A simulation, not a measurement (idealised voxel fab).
The process module presented herein is designated voxel spacer lines.
The cross-section on display is named cut; it measures 155 nm wide, and its cells are 5 nm squares.
Notation: cross-section as square-cell grid; stated in bands, top first, going down; one or more cell rows per band. Band: top and bottom heights (nm) first, top before bottom; then materials from left to right, widths in nm. "edge to edge" marks a sole material filling the band edge to edge. "blank" denotes empty space. For the purposes of this specification, 0 denotes the height below which the wafer in its as-received condition is composed wholly of one material, and the lowermost band, lacking a lower limit, extends downward without end, as expressed in "0 and below". The two numbers in a width such as "30..40" mark its ends across the band: the first belongs to the top row of cells, the second to the bottom row, and from each row to the next the width moves by the same amount. "no alterations made" -> step changed no cross-section cell. Empty spaces counting at least 8 cells and having no open way to the top are listed in "Fully enclosed voids". The notation width x height at distance is used for each, the distance being from the left edge and all three values in nm. Where a step's line continues beyond its settings, the continuation is a remark by the simulator itself on that step. overlay nm: step with mask; distance mask lay right of planned place; negative value = left of planned place.

This section lists the process steps that were planned
- 1: RECEIVE, material Si
- 2: CONFORMAL_DEP, material SiO2, thk nm 10
- 3: DIRECTIONAL_DEP, material polySi, thk nm 10
- 4: DIRECTIONAL_DEP, material aC, thk nm 30
- 5: PATTERN, tone cover, mask id MANDREL, material resist, width nm 20, pitch nm 60, thk nm 35, overlay nm 0
- 6: DIRECTIONAL_ETCH, etch materials aC, depth nm 30
- 7: STRIP, etch materials resist
- 8: CONFORMAL_DEP, material SiN, thk nm 10
- 9: DIRECTIONAL_ETCH, etch materials SiN, depth nm 10
- 10: STRIP, etch materials aC
- 11: DIRECTIONAL_ETCH, etch materials polySi, depth nm 10
- 12: STRIP, etch materials SiN

As-received wafer cross-section (after step 1)
- 0 and below  Si edge to edge
- Fully enclosed voids: none

Final wafer profile in cross-section after the module, from the same start and plan as above, with one mistake made during processing
- 40 down to 10  polySi edge to edge
- 10 down to 0  SiO2 edge to edge
- 0 and below  Si edge to edge
- Fully enclosed voids: none
Finding, execution versus plan: step 4 went in with a setting other than planned; the actual run was DIRECTIONAL_DEP, material polySi, thk nm 30
